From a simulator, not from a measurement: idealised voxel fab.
Process module in this document: voxel quadruple lines
Xsec cut, 190 nm wide, square cell size 5 nm.
In what follows, cross-sections appear as grids of square cells, described through bands that run from the top down, where every band is one or more rows of cells.
Band: top height; bottom height; in nm. Then, left to right: material with width in nm, for each material. "throughout": a single material spanning edge to edge. "empty": empty space.
The level at which height equals 0 is the one under which the wafer, as it arrives, is entirely one material. No lower edge exists for the bottom band, which continues downward and is notated as in "0 down".
It should be noted that a width expressed as "30..40" varies in equal increments from row to row of cells within the band, taking the value of the first number at the top row and that of the second number at the bottom row.
For the purposes of this document, the phrase "no alterations made" attached to a step denotes that no cell within the cross-section was modified by that step.
"Trapped void list" - sealed voids, min. 8 cells, no opening to top; format: width x height at distance (distance from left edge; nm throughout).
Heads up: the bit after the settings on a step's line is the simulator's remark on that step.
overlay nm, on a step with a mask: how far to the right of its planned place the mask lay; to the left if negative
Listed below are the process steps as planned
1: op RECEIVE | material Si
2: op CONFORMAL_DEP | material SiO2 | thk nm 5
3: op DIRECTIONAL_DEP | material Ru | thk nm 10
4: op DIRECTIONAL_DEP | material polySi | thk nm 15
5: op DIRECTIONAL_DEP | material aC | thk nm 25
6: op PATTERN | tone cover | mask id MANDREL | material resist | width nm 30 | thk nm 30 | overlay nm 0
7: op DIRECTIONAL_ETCH | etch materials aC | depth nm 25
8: op STRIP | etch materials resist
9: op CONFORMAL_DEP | material SiO2 | thk nm 10
10: op DIRECTIONAL_ETCH | etch materials SiO2 | depth nm 10
11: op STRIP | etch materials aC
12: op DIRECTIONAL_ETCH | etch materials polySi | depth nm 15
13: op STRIP | etch materials SiO2
14: op CONFORMAL_DEP | material SiCN | thk nm 10
15: op DIRECTIONAL_ETCH | etch materials SiCN | depth nm 10
16: op STRIP | etch materials polySi
17: op DIRECTIONAL_ETCH | etch materials Ru | depth nm 10
18: op STRIP | etch materials SiCN
So, the first of our two wafers, run just as we planned it
Cross-section, incoming material, after step 1
- 0 down | Si throughout
- Trapped void list: none
The wafer, seen in cross-section, after step 2
- 5 to 0 | SiO2 throughout
- No changes below 0.
The wafer, seen in cross-section, after step 3
- 15 to 5 | Ru throughout
- No changes below 5.
The wafer, seen in cross-section, after step 4
- 30 to 15 | polySi throughout
- No changes below 15.
The wafer, seen in cross-section, after step 5
- 55 to 30 | aC throughout
- No changes below 30.
The wafer, seen in cross-section, after step 6
- 85 to 55 | empty 80; resist 30; empty 80
- No changes below 55.
The wafer, seen in cross-section, after step 7
- 60 to 55 | empty 80; resist 30; empty 80
- 55 to 30 | empty 80; aC 30; empty 80
- No changes below 30.
The wafer, seen in cross-section, after step 8
- 55 to 30 | empty 80; aC 30; empty 80
- No changes below 30.
The wafer, seen in cross-section, after step 9
- 65 to 55 | empty 70; SiO2 50; empty 70
- 55 to 40 | empty 70; SiO2 10; aC 30; SiO2 10; empty 70
- 40 to 30 | SiO2 80; aC 30; SiO2 80
- No changes below 30.
The wafer, seen in cross-section, after step 10
- 55 to 30 | empty 70; SiO2 10; aC 30; SiO2 10; empty 70
- No changes below 30.
The wafer, seen in cross-section, after step 11
- 55 to 30 | empty 70; SiO2 10; empty 30; SiO2 10; empty 70
- No changes below 30.
The wafer, seen in cross-section, after step 12
- 55 to 30 | empty 70; SiO2 10; empty 30; SiO2 10; empty 70
- 30 to 15 | empty 70; polySi 10; empty 30; polySi 10; empty 70
- No changes below 15.
The wafer, seen in cross-section, after step 13
- 30 to 15 | empty 70; polySi 10; empty 30; polySi 10; empty 70
- No changes below 15.
The wafer, seen in cross-section, after step 14
- 40 to 30 | empty 60; SiCN 30; empty 10; SiCN 30; empty 60
- 30 to 25 | empty 60; SiCN 10; polySi 10; SiCN 10; empty 10; SiCN 10; polySi 10; SiCN 10; empty 60
- 25 to 15 | SiCN 70; polySi 10; SiCN 30; polySi 10; SiCN 70
- No changes below 15.
The wafer, seen in cross-section, after step 15
- 30 to 15 | empty 60; SiCN 10; polySi 10; SiCN 10; empty 10; SiCN 10; polySi 10; SiCN 10; empty 60
- No changes below 15.
The wafer, seen in cross-section, after step 16
- 30 to 15 | empty 60; SiCN 10; empty 10; SiCN 10; empty 10; SiCN 10; empty 10; SiCN 10; empty 60
- No changes below 15.
The wafer, seen in cross-section, after step 17
- 30 to 15 | empty 60; SiCN 10; empty 10; SiCN 10; empty 10; SiCN 10; empty 10; SiCN 10; empty 60
- 15 to 5 | empty 60; Ru 10; empty 10; Ru 10; empty 10; Ru 10; empty 10; Ru 10; empty 60
- No changes below 5.
The wafer, seen in cross-section, after step 18
- 15 to 5 | empty 60; Ru 10; empty 10; Ru 10; empty 10; Ru 10; empty 10; Ru 10; empty 60
- No changes below 5.
Wafer two. Same start, same plan, one slip in execution. Same as wafer one through step 5, inclusive
Second wafer cross-section, taken as of the time the plan sets for step 6 to be done
- 85 to 55 | empty 80; resist 35; empty 75
- No changes below 55.
Second wafer cross-section, taken as of the time the plan sets for step 7 to be done
- 60 to 55 | empty 80; resist 35; empty 75
- 55 to 30 | empty 80; aC 35; empty 75
- No changes below 30.
Second wafer cross-section, taken as of the time the plan sets for step 8 to be done
- 55 to 30 | empty 80; aC 35; empty 75
- No changes below 30.
Second wafer cross-section, taken as of the time the plan sets for step 9 to be done
- 65 to 55 | empty 70; SiO2 55; empty 65
- 55 to 40 | empty 70; SiO2 10; aC 35; SiO2 10; empty 65
- 40 to 30 | SiO2 80; aC 35; SiO2 75
- No changes below 30.
Second wafer cross-section, taken as of the time the plan sets for step 10 to be done
- 55 to 30 | empty 70; SiO2 10; aC 35; SiO2 10; empty 65
- No changes below 30.
Second wafer cross-section, taken as of the time the plan sets for step 11 to be done
- 55 to 30 | empty 70; SiO2 10; empty 35; SiO2 10; empty 65
- No changes below 30.
Second wafer cross-section, taken as of the time the plan sets for step 12 to be done
- 55 to 30 | empty 70; SiO2 10; empty 35; SiO2 10; empty 65
- 30 to 15 | empty 70; polySi 10; empty 35; polySi 10; empty 65
- No changes below 15.
Second wafer cross-section, taken as of the time the plan sets for step 13 to be done
- 30 to 15 | empty 70; polySi 10; empty 35; polySi 10; empty 65
- No changes below 15.
Second wafer cross-section, taken as of the time the plan sets for step 14 to be done
- 40 to 30 | empty 60; SiCN 30; empty 15; SiCN 30; empty 55
- 30 to 25 | empty 60; SiCN 10; polySi 10; SiCN 10; empty 15; SiCN 10; polySi 10; SiCN 10; empty 55
- 25 to 15 | SiCN 70; polySi 10; SiCN 35; polySi 10; SiCN 65
- No changes below 15.
Second wafer cross-section, taken as of the time the plan sets for step 15 to be done
- 30 to 15 | empty 60; SiCN 10; polySi 10; SiCN 10; empty 15; SiCN 10; polySi 10; SiCN 10; empty 55
- No changes below 15.
Second wafer cross-section, taken as of the time the plan sets for step 16 to be done
- 30 to 15 | empty 60; SiCN 10; empty 10; SiCN 10; empty 15; SiCN 10; empty 10; SiCN 10; empty 55
- No changes below 15.
Second wafer cross-section, taken as of the time the plan sets for step 17 to be done
- 30 to 15 | empty 60; SiCN 10; empty 10; SiCN 10; empty 15; SiCN 10; empty 10; SiCN 10; empty 55
- 15 to 5 | empty 60; Ru 10; empty 10; Ru 10; empty 15; Ru 10; empty 10; Ru 10; empty 55
- No changes below 5.
Second wafer cross-section, taken as of the time the plan sets for step 18 to be done
- 15 to 5 | empty 60; Ru 10; empty 10; Ru 10; empty 15; Ru 10; empty 10; Ru 10; empty 55
- No changes below 5.
It is concluded that the wafer was processed incorrectly with respect to the plan, in that step 6 did not happen as planned, as run it was op PATTERN | tone cover | mask id MANDREL | material resist | width nm 35 | thk nm 30 | overlay nm 0
Final state: per-material cell counts identical on both wafers; locations differ.
